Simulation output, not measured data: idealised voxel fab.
Presented below is a process module, voxel transistor to metal.
Xsec cut, 205 nm wide, square cell size 5 nm.
In what follows, cross-sections appear as grids of square cells, described through bands that run from the top down, where every band is one or more rows of cells. Look at the band entry: it leads with the top's height and the bottom's height in nm. Then it lists the materials left to right, with a width in nm for each. The word "full width" on a single material says that material fills the band edge to edge. The word "empty" is empty space. All heights in this document are referenced to 0, defined as the level beneath which the wafer, as received, consists entirely of one material. The lowest band is not bounded below; it extends indefinitely downward and is written in the form "0..down". With a width like "30->40", each row of cells in the band differs from the next by the same amount, the top row carrying the first number and the bottom row the second. Basically "same as before" means that step didn't change any cell in the cross-section. Reported under the label "Fully closed voids" are the empty spaces having no open way to the top and comprising 8 cells or more; the notation for each is width x height at distance, in which the distance is measured from the left edge and all three values are in nm. The remark found on a step's line after its settings is issued by the simulator itself and pertains to that step. overlay nm, on a step with a mask: how far to the right of its planned place the mask lay; to the left if negative. Quick note on how to read the rest: it's all pairs. You get the cross-section before a process step and the one after, but the after one only goes down as far as the lowest band that changed. The step in between, with its settings, sits under the pair. Heads up, the pairs can come from different runs of this module on the same starting wafer, so don't assume a pair picks up from the one above unless its "Ex-ante state" entry says it does.

Ex-ante state:
> 25..0  SiO2 (75); SiN (10); empty (35); SiN (10); SiO2 (75)
> 0..-5  SiO2 (30); SiN (5); SiO2 (35); SiGe (5); SiO2 (55); SiGe (5); SiO2 (35); SiN (5); SiO2 (30)
> -5..-10  SiO2 (40); SiGe (35); Si (55); SiGe (35); SiO2 (40)
> -10..-30  SiO2 (35); Si (135); SiO2 (35)
> -30..down  Si full width
> Fully closed voids: none

Step Outcome:
> 25..20  empty (75); SiN (10); empty (35); SiN (10); empty (75)
> 20..0  SiO2 (75); SiN (10); empty (35); SiN (10); SiO2 (75)
> 0..-5  SiO2 (30); SiN (5); SiO2 (35); SiGe (5); SiO2 (5); empty (45); SiO2 (5); SiGe (5); SiO2 (35); SiN (5); SiO2 (30)
> Whatever lies below -5 is exactly as it was before.
> Fully closed voids: none
Formally, the process step situated between the two cross-sections above is SELECTIVE_ETCH: etch materials SiO2, depth nm 5

Ex-ante state: per the after cross-section of the pair just above.

Step Outcome:
> 30..25  empty (70); HfO2 (20); empty (25); HfO2 (20); empty (70)
> 25..20  HfO2 (75); SiN (10); HfO2 (5); empty (25); HfO2 (5); SiN (10); HfO2 (75)
> 20..0  SiO2 (75); SiN (10); HfO2 (5); empty (25); HfO2 (5); SiN (10); SiO2 (75)
> 0..-5  SiO2 (30); SiN (5); SiO2 (35); SiGe (5); SiO2 (5); HfO2 (45); SiO2 (5); SiGe (5); SiO2 (35); SiN (5); SiO2 (30)
> Whatever lies below -5 is exactly as it was before.
> Fully closed voids: none
Formally, the process step situated between the two cross-sections above is CONFORMAL_DEP: material HfO2, thk nm 5

Ex-ante state: per the after cross-section of the pair just above.

Step Outcome:
> 35..30  empty (65); TiN (30); empty (15); TiN (30); empty (65)
> 30..25  TiN (70); HfO2 (20); TiN (5); empty (15); TiN (5); HfO2 (20); TiN (70)
> 25..20  HfO2 (75); SiN (10); HfO2 (5); TiN (5); empty (15); TiN (5); HfO2 (5); SiN (10); HfO2 (75)
> 20..5  SiO2 (75); SiN (10); HfO2 (5); TiN (5); empty (15); TiN (5); HfO2 (5); SiN (10); SiO2 (75)
> 5..0  SiO2 (75); SiN (10); HfO2 (5); TiN (25); HfO2 (5); SiN (10); SiO2 (75)
> Whatever lies below 0 is exactly as it was before.
> Fully closed voids: none
Formally, the process step situated between the two cross-sections above is CONFORMAL_DEP: material TiN, thk nm 5

Ex-ante state: per the after cross-section of the pair just above.

Step Outcome:
> 45..35  W full width
> 35..30  W (65); TiN (30); W (15); TiN (30); W (65)
> 30..25  TiN (70); HfO2 (20); TiN (5); W (15); TiN (5); HfO2 (20); TiN (70)
> 25..20  HfO2 (75); SiN (10); HfO2 (5); TiN (5); W (15); TiN (5); HfO2 (5); SiN (10); HfO2 (75)
> 20..5  SiO2 (75); SiN (10); HfO2 (5); TiN (5); W (15); TiN (5); HfO2 (5); SiN (10); SiO2 (75)
> Whatever lies below 5 is exactly as it was before.
> Fully closed voids: none
Formally, the process step situated between the two cross-sections above is FILL_DEP: material W, thk nm 10

Ex-ante state: per the after cross-section of the pair just above.

Step Outcome:
> 20..5  SiO2 (75); SiN (10); HfO2 (5); TiN (5); W (15); TiN (5); HfO2 (5); SiN (10); SiO2 (75)
> Whatever lies below 5 is exactly as it was before.
> Fully closed voids: none
Formally, the process step situated between the two cross-sections above is CMP: height nm 20

Ex-ante state: per the after cross-section of the pair just above.

Step Outcome:
> 35..20  SiO2 full width
> Whatever lies below 20 is exactly as it was before.
> Fully closed voids: none
Formally, the process step situated between the two cross-sections above is DIRECTIONAL_DEP: material SiO2, thk nm 15

Ex-ante state: per the after cross-section of the pair just above.

Step Outcome:
> 55..35  resist (45); empty (20); resist (75); empty (20); resist (45)
> Whatever lies below 35 is exactly as it was before.
> Fully closed voids: none
Formally, the process step situated between the two cross-sections above is PATTERN: tone open, mask id CONTACT, material resist, width nm 20, pitch nm 95, thk nm 20, overlay nm 0

Ex-ante state: per the after cross-section of the pair just above.

Step Outcome:
> 55..35  resist (45); empty (20); resist (75); empty (20); resist (45)
> 35..20  SiO2 (45); empty (20); SiO2 (75); empty (20); SiO2 (45)
> 20..5  SiO2 (45); empty (20); SiO2 (10); SiN (10); HfO2 (5); TiN (5); W (15); TiN (5); HfO2 (5); SiN (10); SiO2 (10); empty (20); SiO2 (45)
> 5..0  SiO2 (45); empty (20); SiO2 (10); SiN (10); HfO2 (5); TiN (25); HfO2 (5); SiN (10); SiO2 (10); empty (20); SiO2 (45)
> 0..-5  SiO2 (30); SiN (5); SiO2 (10); empty (20); SiO2 (5); SiGe (5); SiO2 (5); HfO2 (45); SiO2 (5); SiGe (5); SiO2 (5); empty (20); SiO2 (10); SiN (5); SiO2 (30)
> Whatever lies below -5 is exactly as it was before.
> Fully closed voids: none
Formally, the process step situated between the two cross-sections above is DIRECTIONAL_ETCH: etch materials SiO2, depth nm 40

Ex-ante state: per the after cross-section of the pair just above.

Step Outcome:
> 35..20  SiO2 (45); empty (20); SiO2 (75); empty (20); SiO2 (45)
> Whatever lies below 20 is exactly as it was before.
> Fully closed voids: none
Formally, the process step situated between the two cross-sections above is STRIP: etch materials resist

Ex-ante state: per the after cross-section of the pair just above.

Step Outcome:
> 40..35  TiN (50); empty (10); TiN (85); empty (10); TiN (50)
> 35..20  SiO2 (45); TiN (5); empty (10); TiN (5); SiO2 (75); TiN (5); empty (10); TiN (5); SiO2 (45)
> 20..5  SiO2 (45); TiN (5); empty (10); TiN (5); SiO2 (10); SiN (10); HfO2 (5); TiN (5); W (15); TiN (5); HfO2 (5); SiN (10); SiO2 (10); TiN (5); empty (10); TiN (5); SiO2 (45)
> 5..0  SiO2 (45); TiN (5); empty (10); TiN (5); SiO2 (10); SiN (10); HfO2 (5); TiN (25); HfO2 (5); SiN (10); SiO2 (10); TiN (5); empty (10); TiN (5); SiO2 (45)
> 0..-5  SiO2 (30); SiN (5); SiO2 (10); TiN (20); SiO2 (5); SiGe (5); SiO2 (5); HfO2 (45); SiO2 (5); SiGe (5); SiO2 (5); TiN (20); SiO2 (10); SiN (5); SiO2 (30)
> Whatever lies below -5 is exactly as it was before.
> Fully closed voids: none
Formally, the process step situated between the two cross-sections above is CONFORMAL_DEP: material TiN, thk nm 5

Ex-ante state: per the after cross-section of the pair just above.

Step Outcome:
> 45..40  W full width
> 40..35  TiN (50); W (10); TiN (85); W (10); TiN (50)
> 35..20  SiO2 (45); TiN (5); W (10); TiN (5); SiO2 (75); TiN (5); W (10); TiN (5); SiO2 (45)
> 20..5  SiO2 (45); TiN (5); W (10); TiN (5); SiO2 (10); SiN (10); HfO2 (5); TiN (5); W (15); TiN (5); HfO2 (5); SiN (10); SiO2 (10); TiN (5); W (10); TiN (5); SiO2 (45)
> 5..0  SiO2 (45); TiN (5); W (10); TiN (5); SiO2 (10); SiN (10); HfO2 (5); TiN (25); HfO2 (5); SiN (10); SiO2 (10); TiN (5); W (10); TiN (5); SiO2 (45)
> Whatever lies below 0 is exactly as it was before.
> Fully closed voids: none
Formally, the process step situated between the two cross-sections above is FILL_DEP: material W, thk nm 5

Ex-ante state: per the after cross-section of the pair just above.

Step Outcome:
> 35..20  SiO2 (45); TiN (5); W (10); TiN (5); SiO2 (75); TiN (5); W (10); TiN (5); SiO2 (45)
> Whatever lies below 20 is exactly as it was before.
> Fully closed voids: none
Formally, the process step situated between the two cross-sections above is CMP: height nm 35

Ex-ante state: per the after cross-section of the pair just above.

Step Outcome:
> 40..35  TiN full width
> Whatever lies below 35 is exactly as it was before.
> Fully closed voids: none
Formally, the process step situated between the two cross-sections above is DIRECTIONAL_DEP: material TiN, thk nm 5

Ex-ante state: per the after cross-section of the pair just above.

Step Outcome:
> 65..40  W full width
> Whatever lies below 40 is exactly as it was before.
> Fully closed voids: none
Formally, the process step situated between the two cross-sections above is DIRECTIONAL_DEP: material W, thk nm 25

Ex-ante state: per the after cross-section of the pair just above.

Step Outcome:
> 80..65  aC full width
> Whatever lies below 65 is exactly as it was before.
> Fully closed voids: none
Formally, the process step situated between the two cross-sections above is DIRECTIONAL_DEP: material aC, thk nm 15

Ex-ante state: per the after cross-section of the pair just above.

Step Outcome:
> 110..80  empty (45); resist (20); empty (75); resist (20); empty (45)
> Whatever lies below 80 is exactly as it was before.
> Fully closed voids: none
Formally, the process step situated between the two cross-sections above is PATTERN: tone cover, mask id METAL_1, material resist, width nm 20, pitch nm 95, thk nm 30, overlay nm 0

Ex-ante state: per the after cross-section of the pair just above.

Step Outcome:
> 95..80  empty (45); resist (20); empty (75); resist (20); empty (45)
> 80..65  empty (45); aC (20); empty (75); aC (20); empty (45)
> Whatever lies below 65 is exactly as it was before.
> Fully closed voids: none
Formally, the process step situated between the two cross-sections above is DIRECTIONAL_ETCH: etch materials aC, depth nm 15

Ex-ante state: per the after cross-section of the pair just above.

Step Outcome:
> 80..65  empty (45); aC (20); empty (75); aC (20); empty (45)
> Whatever lies below 65 is exactly as it was before.
> Fully closed voids: none
Formally, the process step situated between the two cross-sections above is STRIP: etch materials resist

Ex-ante state: per the after cross-section of the pair just above.

Step Outcome:
> 80..65  empty (45); aC (20); empty (75); aC (20); empty (45)
> 65..40  empty (45); W (20); empty (75); W (20); empty (45)
> Whatever lies below 40 is exactly as it was before.
> Fully closed voids: none
Formally, the process step situated between the two cross-sections above is DIRECTIONAL_ETCH: etch materials W, depth nm 25

Ex-ante state: per the after cross-section of the pair just above.

Step Outcome:
> 80..65  empty (45); aC (20); empty (75); aC (20); empty (45)
> 65..40  empty (45); W (20); empty (75); W (20); empty (45)
> 40..35  empty (45); TiN (20); empty (75); TiN (20); empty (45)
> Whatever lies below 35 is exactly as it was before.
> Fully closed voids: none
Formally, the process step situated between the two cross-sections above is DIRECTIONAL_ETCH: etch materials TiN, depth nm 5

Ex-ante state: per the after cross-section of the pair just above.

Step Outcome:
> 65..40  empty (45); W (20); empty (75); W (20); empty (45)
> Whatever lies below 40 is exactly as it was before.
> Fully closed voids: none
Formally, the process step situated between the two cross-sections above is STRIP: etch materials aC

Ex-ante state: per the after cross-section of the pair just above.

Step Outcome:
> 70..65  empty (40); SiN (30); empty (65); SiN (30); empty (40)
> 65..40  empty (40); SiN (5); W (20); SiN (5); empty (65); SiN (5); W (20); SiN (5); empty (40)
> 40..35  SiN (45); TiN (20); SiN (75); TiN (20); SiN (45)
> Whatever lies below 35 is exactly as it was before.
> Fully closed voids: none
Formally, the process step situated between the two cross-sections above is CONFORMAL_DEP: material SiN, thk nm 5

Ex-ante state: per the after cross-section of the pair just above.

Step Outcome:
> 80..70  lowk full width
> 70..65  lowk (40); SiN (30); lowk (65); SiN (30); lowk (40)
> 65..40  lowk (40); SiN (5); W (20); SiN (5); lowk (65); SiN (5); W (20); SiN (5); lowk (40)
> Whatever lies below 40 is exactly as it was before.
> Fully closed voids: none
Formally, the process step situated between the two cross-sections above is FILL_DEP: material lowk, thk nm 10

Ex-ante state: per the after cross-section of the pair just above.

Step Outcome:
> 65..40  lowk (40); SiN (5); W (20); SiN (5); lowk (65); SiN (5); W (20); SiN (5); lowk (40)
> Whatever lies below 40 is exactly as it was before.
> Fully closed voids: none
Formally, the process step situated between the two cross-sections above is CMP: height nm 65

Ex-ante state: per the after cross-section of the pair just above.

Step Outcome:
> 70..65  SiCN full width
> Whatever lies below 65 is exactly as it was before.
> Fully closed voids: none
Formally, the process step situated between the two cross-sections above is CONFORMAL_DEP: material SiCN, thk nm 5

Ex-ante state:
> 35..20  SiO2 full width
> 20..5  SiO2 (75); SiN (10); HfO2 (5); TiN (5); W (15); TiN (5); HfO2 (5); SiN (10); SiO2 (75)
> 5..0  SiO2 (75); SiN (10); HfO2 (5); TiN (25); HfO2 (5); SiN (10); SiO2 (75)
> 0..-5  SiO2 (70); SiGe (5); SiO2 (5); HfO2 (45); SiO2 (5); SiGe (5); SiO2 (70)
> -5..-10  SiO2 (35); SiGe (40); Si (55); SiGe (40); SiO2 (35)
> -10..-30  SiO2 (35); Si (135); SiO2 (35)
> -30..down  Si full width
> Fully closed voids: none

Step Outcome:
> 50..20  SiO2 full width
> Whatever lies below 20 is exactly as it was before.
> Fully closed voids: none
Formally, the process step situated between the two cross-sections above is DIRECTIONAL_DEP: material SiO2, thk nm 15

Ex-ante state: per the after cross-section of the pair just above.

Step Outcome:
> 70..50  resist (45); empty (20); resist (75); empty (20); resist (45)
> Whatever lies below 50 is exactly as it was before.
> Fully closed voids: none
Formally, the process step situated between the two cross-sections above is PATTERN: tone open, mask id CONTACT, material resist, width nm 20, pitch nm 95, thk nm 20, overlay nm 0

Ex-ante state: per the after cross-section of the pair just above.

Step Outcome:
> 70..50  resist (45); empty (20); resist (75); empty (20); resist (45)
> 50..20  SiO2 (45); empty (20); SiO2 (75); empty (20); SiO2 (45)
> 20..10  SiO2 (45); empty (20); SiO2 (10); SiN (10); HfO2 (5); TiN (5); W (15); TiN (5); HfO2 (5); SiN (10); SiO2 (10); empty (20); SiO2 (45)
> Whatever lies below 10 is exactly as it was before.
> Fully closed voids: none
Formally, the process step situated between the two cross-sections above is DIRECTIONAL_ETCH: etch materials SiO2, depth nm 40

Ex-ante state: per the after cross-section of the pair just above.

Step Outcome:
> 50..20  SiO2 (45); empty (20); SiO2 (75); empty (20); SiO2 (45)
> Whatever lies below 20 is exactly as it was before.
> Fully closed voids: none
Formally, the process step situated between the two cross-sections above is STRIP: etch materials resist

Ex-ante state: per the after cross-section of the pair just above.

Step Outcome:
> 55..50  TiN (50); empty (10); TiN (85); empty (10); TiN (50)
> 50..20  SiO2 (45); TiN (5); empty (10); TiN (5); SiO2 (75); TiN (5); empty (10); TiN (5); SiO2 (45)
> 20..15  SiO2 (45); TiN (5); empty (10); TiN (5); SiO2 (10); SiN (10); HfO2 (5); TiN (5); W (15); TiN (5); HfO2 (5); SiN (10); SiO2 (10); TiN (5); empty (10); TiN (5); SiO2 (45)
> 15..10  SiO2 (45); TiN (20); SiO2 (10); SiN (10); HfO2 (5); TiN (5); W (15); TiN (5); HfO2 (5); SiN (10); SiO2 (10); TiN (20); SiO2 (45)
> Whatever lies below 10 is exactly as it was before.
> Fully closed voids: none
Formally, the process step situated between the two cross-sections above is CONFORMAL_DEP: material TiN, thk nm 5

Ex-ante state: per the after cross-section of the pair just above.

Step Outcome:
> 60..55  W full width
> 55..50  TiN (50); W (10); TiN (85); W (10); TiN (50)
> 50..20  SiO2 (45); TiN (5); W (10); TiN (5); SiO2 (75); TiN (5); W (10); TiN (5); SiO2 (45)
> 20..15  SiO2 (45); TiN (5); W (10); TiN (5); SiO2 (10); SiN (10); HfO2 (5); TiN (5); W (15); TiN (5); HfO2 (5); SiN (10); SiO2 (10); TiN (5); W (10); TiN (5); SiO2 (45)
> Whatever lies below 15 is exactly as it was before.
> Fully closed voids: none
Formally, the process step situated between the two cross-sections above is FILL_DEP: material W, thk nm 5

Ex-ante state: per the after cross-section of the pair just above.

Step Outcome:
> 35..20  SiO2 (45); TiN (5); W (10); TiN (5); SiO2 (75); TiN (5); W (10); TiN (5); SiO2 (45)
> Whatever lies below 20 is exactly as it was before.
> Fully closed voids: none
Formally, the process step situated between the two cross-sections above is CMP: height nm 35

Ex-ante state: per the after cross-section of the pair just above.

Step Outcome:
> 40..35  TiN full width
> Whatever lies below 35 is exactly as it was before.
> Fully closed voids: none
Formally, the process step situated between the two cross-sections above is DIRECTIONAL_DEP: material TiN, thk nm 5

Ex-ante state: per the after cross-section of the pair just above.

Step Outcome:
> 65..40  W full width
> Whatever lies below 40 is exactly as it was before.
> Fully closed voids: none
Formally, the process step situated between the two cross-sections above is DIRECTIONAL_DEP: material W, thk nm 25

Ex-ante state: per the after cross-section of the pair just above.

Step Outcome:
> 80..65  aC full width
> Whatever lies below 65 is exactly as it was before.
> Fully closed voids: none
Formally, the process step situated between the two cross-sections above is DIRECTIONAL_DEP: material aC, thk nm 15

Ex-ante state: per the after cross-section of the pair just above.

Step Outcome:
> 110..80  empty (45); resist (20); empty (75); resist (20); empty (45)
> Whatever lies below 80 is exactly as it was before.
> Fully closed voids: none
Formally, the process step situated between the two cross-sections above is PATTERN: tone cover, mask id METAL_1, material resist, width nm 20, pitch nm 95, thk nm 30, overlay nm 0

Ex-ante state: per the after cross-section of the pair just above.

Step Outcome:
> 95..80  empty (45); resist (20); empty (75); resist (20); empty (45)
> 80..65  empty (45); aC (20); empty (75); aC (20); empty (45)
> Whatever lies below 65 is exactly as it was before.
> Fully closed voids: none
Formally, the process step situated between the two cross-sections above is DIRECTIONAL_ETCH: etch materials aC, depth nm 15

Ex-ante state: per the after cross-section of the pair just above.

Step Outcome:
> 80..65  empty (45); aC (20); empty (75); aC (20); empty (45)
> Whatever lies below 65 is exactly as it was before.
> Fully closed voids: none
Formally, the process step situated between the two cross-sections above is STRIP: etch materials resist

Ex-ante state: per the after cross-section of the pair just above.

Step Outcome:
> 80..65  empty (45); aC (20); empty (75); aC (20); empty (45)
> 65..40  empty (45); W (20); empty (75); W (20); empty (45)
> Whatever lies below 40 is exactly as it was before.
> Fully closed voids: none
Formally, the process step situated between the two cross-sections above is DIRECTIONAL_ETCH: etch materials W, depth nm 25

Ex-ante state: per the after cross-section of the pair just above.

Step Outcome:
> 80..65  empty (45); aC (20); empty (75); aC (20); empty (45)
> 65..40  empty (45); W (20); empty (75); W (20); empty (45)
> 40..35  empty (45); TiN (20); empty (75); TiN (20); empty (45)
> Whatever lies below 35 is exactly as it was before.
> Fully closed voids: none
Formally, the process step situated between the two cross-sections above is DIRECTIONAL_ETCH: etch materials TiN, depth nm 5

Ex-ante state: per the after cross-section of the pair just above.

Step Outcome:
> 65..40  empty (45); W (20); empty (75); W (20); empty (45)
> Whatever lies below 40 is exactly as it was before.
> Fully closed voids: none
Formally, the process step situated between the two cross-sections above is STRIP: etch materials aC

Ex-ante state: per the after cross-section of the pair just above.

Step Outcome:
> 70..65  empty (40); SiN (30); empty (65); SiN (30); empty (40)
> 65..40  empty (40); SiN (5); W (20); SiN (5); empty (65); SiN (5); W (20); SiN (5); empty (40)
> 40..35  SiN (45); TiN (20); SiN (75); TiN (20); SiN (45)
> Whatever lies below 35 is exactly as it was before.
> Fully closed voids: none
Formally, the process step situated between the two cross-sections above is CONFORMAL_DEP: material SiN, thk nm 5

Ex-ante state: per the after cross-section of the pair just above.

Step Outcome:
> 80..70  lowk full width
> 70..65  lowk (40); SiN (30); lowk (65); SiN (30); lowk (40)
> 65..40  lowk (40); SiN (5); W (20); SiN (5); lowk (65); SiN (5); W (20); SiN (5); lowk (40)
> Whatever lies below 40 is exactly as it was before.
> Fully closed voids: none
Formally, the process step situated between the two cross-sections above is FILL_DEP: material lowk, thk nm 10

Ex-ante state: per the after cross-section of the pair just above.

Step Outcome:
> 65..40  lowk (40); SiN (5); W (20); SiN (5); lowk (65); SiN (5); W (20); SiN (5); lowk (40)
> Whatever lies below 40 is exactly as it was before.
> Fully closed voids: none
Formally, the process step situated between the two cross-sections above is CMP: height nm 65

Ex-ante state: per the after cross-section of the pair just above.

Step Outcome:
> 70..65  SiCN full width
> Whatever lies below 65 is exactly as it was before.
> Fully closed voids: none
Formally, the process step situated between the two cross-sections above is CONFORMAL_DEP: material SiCN, thk nm 5

Ex-ante state:
> 25..20  empty (75); SiN (10); empty (35); SiN (10); empty (75)
> 20..0  SiO2 (75); SiN (10); empty (35); SiN (10); SiO2 (75)
> 0..-5  SiO2 (70); SiGe (5); SiO2 (5); empty (45); SiO2 (5); SiGe (5); SiO2 (70)
> -5..-10  SiO2 (35); SiGe (40); Si (55); SiGe (40); SiO2 (35)
> -10..-30  SiO2 (35); Si (135); SiO2 (35)
> -30..down  Si full width
> Fully closed voids: none

Step Outcome:
> 30..25  empty (70); TiN (20); empty (25); TiN (20); empty (70)
> 25..20  TiN (75); SiN (10); TiN (5); empty (25); TiN (5); SiN (10); TiN (75)
> 20..0  SiO2 (75); SiN (10); TiN (5); empty (25); TiN (5); SiN (10); SiO2 (75)
> 0..-5  SiO2 (70); SiGe (5); SiO2 (5); TiN (45); SiO2 (5); SiGe (5); SiO2 (70)
> Whatever lies below -5 is exactly as it was before.
> Fully closed voids: none
Formally, the process step situated between the two cross-sections above is CONFORMAL_DEP: material TiN, thk nm 5

Ex-ante state: per the after cross-section of the pair just above.

Step Outcome:
> 35..30  empty (65); HfO2 (30); empty (15); HfO2 (30); empty (65)
> 30..25  HfO2 (70); TiN (20); HfO2 (5); empty (15); HfO2 (5); TiN (20); HfO2 (70)
> 25..20  TiN (75); SiN (10); TiN (5); HfO2 (5); empty (15); HfO2 (5); TiN (5); SiN (10); TiN (75)
> 20..5  SiO2 (75); SiN (10); TiN (5); HfO2 (5); empty (15); HfO2 (5); TiN (5); SiN (10); SiO2 (75)
> 5..0  SiO2 (75); SiN (10); TiN (5); HfO2 (25); TiN (5); SiN (10); SiO2 (75)
> Whatever lies below 0 is exactly as it was before.
> Fully closed voids: none
Formally, the process step situated between the two cross-sections above is CONFORMAL_DEP: material HfO2, thk nm 5

Ex-ante state: per the after cross-section of the pair just above.

Step Outcome:
> 45..35  W full width
> 35..30  W (65); HfO2 (30); W (15); HfO2 (30); W (65)
> 30..25  HfO2 (70); TiN (20); HfO2 (5); W (15); HfO2 (5); TiN (20); HfO2 (70)
> 25..20  TiN (75); SiN (10); TiN (5); HfO2 (5); W (15); HfO2 (5); TiN (5); SiN (10); TiN (75)
> 20..5  SiO2 (75); SiN (10); TiN (5); HfO2 (5); W (15); HfO2 (5); TiN (5); SiN (10); SiO2 (75)
> Whatever lies below 5 is exactly as it was before.
> Fully closed voids: none
Formally, the process step situated between the two cross-sections above is FILL_DEP: material W, thk nm 10

Ex-ante state: per the after cross-section of the pair just above.

Step Outcome:
> 20..5  SiO2 (75); SiN (10); TiN (5); HfO2 (5); W (15); HfO2 (5); TiN (5); SiN (10); SiO2 (75)
> Whatever lies below 5 is exactly as it was before.
> Fully closed voids: none
Formally, the process step situated between the two cross-sections above is CMP: height nm 20

Ex-ante state: per the after cross-section of the pair just above.

Step Outcome:
> 35..20  SiO2 full width
> Whatever lies below 20 is exactly as it was before.
> Fully closed voids: none
Formally, the process step situated between the two cross-sections above is DIRECTIONAL_DEP: material SiO2, thk nm 15

Ex-ante state: per the after cross-section of the pair just above.

Step Outcome:
> 55..35  resist (45); empty (20); resist (75); empty (20); resist (45)
> Whatever lies below 35 is exactly as it was before.
> Fully closed voids: none
Formally, the process step situated between the two cross-sections above is PATTERN: tone open, mask id CONTACT, material resist, width nm 20, pitch nm 95, thk nm 20, overlay nm 0

Ex-ante state: per the after cross-section of the pair just above.

Step Outcome:
> 55..35  resist (45); empty (20); resist (75); empty (20); resist (45)
> 35..20  SiO2 (45); empty (20); SiO2 (75); empty (20); SiO2 (45)
> 20..5  SiO2 (45); empty (20); SiO2 (10); SiN (10); TiN (5); HfO2 (5); W (15); HfO2 (5); TiN (5); SiN (10); SiO2 (10); empty (20); SiO2 (45)
> 5..0  SiO2 (45); empty (20); SiO2 (10); SiN (10); TiN (5); HfO2 (25); TiN (5); SiN (10); SiO2 (10); empty (20); SiO2 (45)
> 0..-5  SiO2 (45); empty (20); SiO2 (5); SiGe (5); SiO2 (5); TiN (45); SiO2 (5); SiGe (5); SiO2 (5); empty (20); SiO2 (45)
> Whatever lies below -5 is exactly as it was before.
> Fully closed voids: none
Formally, the process step situated between the two cross-sections above is DIRECTIONAL_ETCH: etch materials SiO2, depth nm 40

Ex-ante state: per the after cross-section of the pair just above.

Step Outcome:
> 35..20  SiO2 (45); empty (20); SiO2 (75); empty (20); SiO2 (45)
> Whatever lies below 20 is exactly as it was before.
> Fully closed voids: none
Formally, the process step situated between the two cross-sections above is STRIP: etch materials resist

Ex-ante state: per the after cross-section of the pair just above.

Step Outcome:
> 40..35  TiN (50); empty (10); TiN (85); empty (10); TiN (50)
> 35..20  SiO2 (45); TiN (5); empty (10); TiN (5); SiO2 (75); TiN (5); empty (10); TiN (5); SiO2 (45)
> 20..5  SiO2 (45); TiN (5); empty (10); TiN (5); SiO2 (10); SiN (10); TiN (5); HfO2 (5); W (15); HfO2 (5); TiN (5); SiN (10); SiO2 (10); TiN (5); empty (10); TiN (5); SiO2 (45)
> 5..0  SiO2 (45); TiN (5); empty (10); TiN (5); SiO2 (10); SiN (10); TiN (5); HfO2 (25); TiN (5); SiN (10); SiO2 (10); TiN (5); empty (10); TiN (5); SiO2 (45)
> 0..-5  SiO2 (45); TiN (20); SiO2 (5); SiGe (5); SiO2 (5); TiN (45); SiO2 (5); SiGe (5); SiO2 (5); TiN (20); SiO2 (45)
> Whatever lies below -5 is exactly as it was before.
> Fully closed voids: none
Formally, the process step situated between the two cross-sections above is CONFORMAL_DEP: material TiN, thk nm 5

Ex-ante state: per the after cross-section of the pair just above.

Step Outcome:
> 45..40  W full width
> 40..35  TiN (50); W (10); TiN (85); W (10); TiN (50)
> 35..20  SiO2 (45); TiN (5); W (10); TiN (5); SiO2 (75); TiN (5); W (10); TiN (5); SiO2 (45)
> 20..5  SiO2 (45); TiN (5); W (10); TiN (5); SiO2 (10); SiN (10); TiN (5); HfO2 (5); W (15); HfO2 (5); TiN (5); SiN (10); SiO2 (10); TiN (5); W (10); TiN (5); SiO2 (45)
> 5..0  SiO2 (45); TiN (5); W (10); TiN (5); SiO2 (10); SiN (10); TiN (5); HfO2 (25); TiN (5); SiN (10); SiO2 (10); TiN (5); W (10); TiN (5); SiO2 (45)
> Whatever lies below 0 is exactly as it was before.
> Fully closed voids: none
Formally, the process step situated between the two cross-sections above is FILL_DEP: material W, thk nm 5

Ex-ante state: per the after cross-section of the pair just above.

Step Outcome:
> 35..20  SiO2 (45); TiN (5); W (10); TiN (5); SiO2 (75); TiN (5); W (10); TiN (5); SiO2 (45)
> Whatever lies below 20 is exactly as it was before.
> Fully closed voids: none
Formally, the process step situated between the two cross-sections above is CMP: height nm 35

Ex-ante state: per the after cross-section of the pair just above.

Step Outcome:
> 40..35  TiN full width
> Whatever lies below 35 is exactly as it was before.
> Fully closed voids: none
Formally, the process step situated between the two cross-sections above is DIRECTIONAL_DEP: material TiN, thk nm 5

Ex-ante state: per the after cross-section of the pair just above.

Step Outcome:
> 65..40  W full width
> Whatever lies below 40 is exactly as it was before.
> Fully closed voids: none
Formally, the process step situated between the two cross-sections above is DIRECTIONAL_DEP: material W, thk nm 25

Ex-ante state: per the after cross-section of the pair just above.

Step Outcome:
> 80..65  aC full width
> Whatever lies below 65 is exactly as it was before.
> Fully closed voids: none
Formally, the process step situated between the two cross-sections above is DIRECTIONAL_DEP: material aC, thk nm 15

Ex-ante state: per the after cross-section of the pair just above.

Step Outcome:
> 110..80  empty (45); resist (20); empty (75); resist (20); empty (45)
> Whatever lies below 80 is exactly as it was before.
> Fully closed voids: none
Formally, the process step situated between the two cross-sections above is PATTERN: tone cover, mask id METAL_1, material resist, width nm 20, pitch nm 95, thk nm 30, overlay nm 0

Ex-ante state: per the after cross-section of the pair just above.

Step Outcome:
> 95..80  empty (45); resist (20); empty (75); resist (20); empty (45)
> 80..65  empty (45); aC (20); empty (75); aC (20); empty (45)
> Whatever lies below 65 is exactly as it was before.
> Fully closed voids: none
Formally, the process step situated between the two cross-sections above is DIRECTIONAL_ETCH: etch materials aC, depth nm 15

Ex-ante state: per the after cross-section of the pair just above.

Step Outcome:
> 80..65  empty (45); aC (20); empty (75); aC (20); empty (45)
> Whatever lies below 65 is exactly as it was before.
> Fully closed voids: none
Formally, the process step situated between the two cross-sections above is STRIP: etch materials resist

Ex-ante state: per the after cross-section of the pair just above.

Step Outcome:
> 80..65  empty (45); aC (20); empty (75); aC (20); empty (45)
> 65..40  empty (45); W (20); empty (75); W (20); empty (45)
> Whatever lies below 40 is exactly as it was before.
> Fully closed voids: none
Formally, the process step situated between the two cross-sections above is DIRECTIONAL_ETCH: etch materials W, depth nm 25

Ex-ante state: per the after cross-section of the pair just above.

Step Outcome:
> 80..65  empty (45); aC (20); empty (75); aC (20); empty (45)
> 65..40  empty (45); W (20); empty (75); W (20); empty (45)
> 40..35  empty (45); TiN (20); empty (75); TiN (20); empty (45)
> Whatever lies below 35 is exactly as it was before.
> Fully closed voids: none
Formally, the process step situated between the two cross-sections above is DIRECTIONAL_ETCH: etch materials TiN, depth nm 5

Ex-ante state: per the after cross-section of the pair just above.

Step Outcome:
> 65..40  empty (45); W (20); empty (75); W (20); empty (45)
> Whatever lies below 40 is exactly as it was before.
> Fully closed voids: none
Formally, the process step situated between the two cross-sections above is STRIP: etch materials aC

Ex-ante state: per the after cross-section of the pair just above.

Step Outcome:
> 70..65  empty (40); SiN (30); empty (65); SiN (30); empty (40)
> 65..40  empty (40); SiN (5); W (20); SiN (5); empty (65); SiN (5); W (20); SiN (5); empty (40)
> 40..35  SiN (45); TiN (20); SiN (75); TiN (20); SiN (45)
> Whatever lies below 35 is exactly as it was before.
> Fully closed voids: none
Formally, the process step situated between the two cross-sections above is CONFORMAL_DEP: material SiN, thk nm 5
